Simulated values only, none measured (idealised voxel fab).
Process module in this document: voxel wiring stack
Cross-section cut: width 210 nm, square cells of 5 nm.
In what follows, cross-sections appear as grids of square cells, described through bands that run from the top down, where every band is one or more rows of cells. It is stipulated that each band's entry specify, in nanometres, the height of the top of the band and then that of its bottom, followed by the materials of the band in left-to-right sequence, each together with its width in nanometres. A single material marked by the word "everywhere" is understood to fill the band from edge to edge; the word "blank" is understood to denote empty space. Counting heights begins at 0, where everything beneath is, in the wafer as received, one material. The lowest band has no bottom; it goes on downwards, as "from 0 down" shows. Per-row width for "30 to 40": begins at first number (top row of band), ends at second number (bottom row), increment between rows held constant. "remains unaltered" for a step: no cell of the cross-section changed in that step. What "Closed cavities" gives you is every empty space of 8 cells or more that is cut off from the top. Each appears as width x height at distance, with the distance taken from the left edge and width, height and distance all in nm. Post-settings text on a step line: simulator's own remark regarding the step. The optional step-line setting "overlay nm" applies to steps with a mask and quantifies how far to the right of its planned location the mask lay, a negative value indicating leftward placement.
Intended process steps:
1,RECEIVE with material Si
2,CONFORMAL_DEP with material SiO2, thk nm 15
3,DIRECTIONAL_DEP with material TiN, thk nm 5
4,DIRECTIONAL_DEP with material W, thk nm 20
5,DIRECTIONAL_DEP with material aC, thk nm 10
6,PATTERN with tone cover, mask id METAL_1, material resist, width nm 20, pitch nm 40, thk nm 25, overlay nm 0
7,DIRECTIONAL_ETCH with etch materials aC, depth nm 10
8,STRIP with etch materials resist
9,DIRECTIONAL_ETCH with etch materials W, depth nm 20
10,DIRECTIONAL_ETCH with etch materials TiN, depth nm 5
11,STRIP with etch materials aC
12,CONFORMAL_DEP with material SiN, thk nm 5
13,FILL_DEP with material lowk, thk nm 10
14,CMP with height nm 40
15,CONFORMAL_DEP with material SiCN, thk nm 5
16,DIRECTIONAL_DEP with material lowk, thk nm 25
17,PATTERN with tone open, mask id METAL_2, material resist, width nm 20, pitch nm 40, thk nm 15, overlay nm 0
18,DIRECTIONAL_ETCH with etch materials lowk, depth nm 15
19,STRIP with etch materials resist
20,DIRECTIONAL_DEP with material aC, thk nm 15
21,PATTERN with tone open, mask id METAL_2_HOLES, material resist, width nm 15, pitch nm 80, thk nm 30, overlay nm 0
22,DIRECTIONAL_ETCH with etch materials aC, depth nm 15
23,STRIP with etch materials resist
24,DIRECTIONAL_ETCH with etch materials lowk, depth nm 10
25,DIRECTIONAL_ETCH with etch materials SiCN, depth nm 5
26,STRIP with etch materials aC
27,CONFORMAL_DEP with material TiN, thk nm 5
28,FILL_DEP with material Cu, thk nm 10
29,CMP with height nm 70
30,CONFORMAL_DEP with material SiCN, thk nm 5
31,DIRECTIONAL_DEP with material lowk, thk nm 10
32,MASKED_ETCH with tone open, mask id PLUG_2, width nm 15, pitch nm 80, etch materials lowk, depth nm 10, overlay nm 0
33,MASKED_ETCH with tone open, mask id PLUG_2, width nm 15, pitch nm 80, etch materials SiCN, depth nm 5, overlay nm 0
34,CONFORMAL_DEP with material TiN, thk nm 5
35,FILL_DEP with material Cu, thk nm 10
36,CMP with height nm 85
37,CONFORMAL_DEP with material SiN, thk nm 5
38,DIRECTIONAL_DEP with material SiO2, thk nm 20
39,MASKED_ETCH with tone open, mask id METAL_3, width nm 20, pitch nm 40, etch materials SiO2, depth nm 20, overlay nm 0
40,MASKED_ETCH with tone open, mask id METAL_3, width nm 20, pitch nm 40, etch materials SiN, depth nm 5, overlay nm 0
41,CONFORMAL_DEP with material TiN, thk nm 5
42,FILL_DEP with material Cu, thk nm 10
43,CMP with height nm 110
44,CONFORMAL_DEP with material SiCN, thk nm 5
45,DIRECTIONAL_DEP with material lowk, thk nm 35
46,PATTERN with tone open, mask id METAL_4_HOLES, material resist, width nm 15, pitch nm 40, thk nm 20, overlay nm 0
47,DIRECTIONAL_ETCH with etch materials lowk, depth nm 35
48,STRIP with etch materials resist
49,DIRECTIONAL_DEP with material aC, thk nm 10
50,PATTERN with tone open, mask id METAL_4, material resist, width nm 20, pitch nm 40, thk nm 25, overlay nm 0
51,DIRECTIONAL_ETCH with etch materials aC, depth nm 10
52,STRIP with etch materials resist
53,DIRECTIONAL_ETCH with etch materials lowk, depth nm 20
54,DIRECTIONAL_ETCH with etch materials SiCN, depth nm 5
55,STRIP with etch materials aC
56,CONFORMAL_DEP with material TiN, thk nm 5
57,FILL_DEP with material Ru, thk nm 10
58,CMP with height nm 150
59,CONFORMAL_DEP with material SiN, thk nm 5
Cross-section of the incoming wafer, state after step 1:
> from 0 down | Si everywhere
> Closed cavities: none
The module was run from the start shown above using the plan shown above, but one mistake was made doing it; the resulting wafer cross-section is below:
> from 155 to 150 | SiN everywhere
> from 150 to 135 | lowk (55), then TiN (5), then Ru (10), then TiN (5), then lowk (20), then TiN (5), then Ru (10), then TiN (5), then lowk (20), then TiN (5), then Ru (10), then TiN (5), then lowk (55)
> from 135 to 130 | lowk (55), then TiN (5), then Ru (5), then TiN (10), then lowk (20), then TiN (5), then Ru (5), then TiN (10), then lowk (20), then TiN (5), then Ru (5), then TiN (10), then lowk (55)
> from 130 to 115 | lowk (55), then TiN (5), then Ru (5), then TiN (5), then lowk (25), then TiN (5), then Ru (5), then TiN (5), then lowk (25), then TiN (5), then Ru (5), then TiN (5), then lowk (60)
> from 115 to 110 | SiCN (55), then TiN (15), then SiCN (25), then TiN (15), then SiCN (25), then TiN (15), then SiCN (60)
> from 110 to 90 | SiO2 (55), then TiN (5), then Cu (10), then TiN (5), then SiO2 (20), then TiN (5), then Cu (10), then TiN (5), then SiO2 (20), then TiN (5), then Cu (10), then TiN (5), then SiO2 (55)
> from 90 to 85 | SiN (55), then TiN (20), then SiN (20), then TiN (20), then SiN (20), then TiN (20), then SiN (55)
> from 85 to 75 | lowk (55), then TiN (5), then Cu (5), then TiN (5), then lowk (65), then TiN (5), then Cu (5), then TiN (5), then lowk (60)
> from 75 to 70 | SiCN (55), then TiN (15), then SiCN (65), then TiN (15), then SiCN (60)
> from 70 to 65 | Cu everywhere
> from 65 to 60 | TiN (60), then Cu (10), then TiN (30), then Cu (10), then TiN (30), then Cu (10), then TiN (60)
> from 60 to 55 | lowk (55), then TiN (5), then Cu (5), then TiN (10), then lowk (20), then TiN (20), then lowk (20), then TiN (5), then Cu (5), then TiN (10), then lowk (55)
> from 55 to 45 | lowk (55), then TiN (5), then Cu (5), then TiN (5), then lowk (65), then TiN (5), then Cu (5), then TiN (5), then lowk (60)
> from 45 to 40 | SiCN (55), then TiN (15), then SiCN (65), then TiN (15), then SiCN (60)
> from 40 to 20 | lowk (50), then SiN (5), then W (20), then SiN (5), then lowk (10), then SiN (5), then W (20), then SiN (5), then lowk (10), then SiN (5), then W (20), then SiN (5), then lowk (50)
> from 20 to 15 | SiN (55), then TiN (20), then SiN (20), then TiN (20), then SiN (20), then TiN (20), then SiN (55)
> from 15 to 0 | SiO2 everywhere
> from 0 down | Si everywhere
> Closed cavities: none
What was the processing mistake? steps 19 and 20 of the plan were each performed in the slot designated for the other
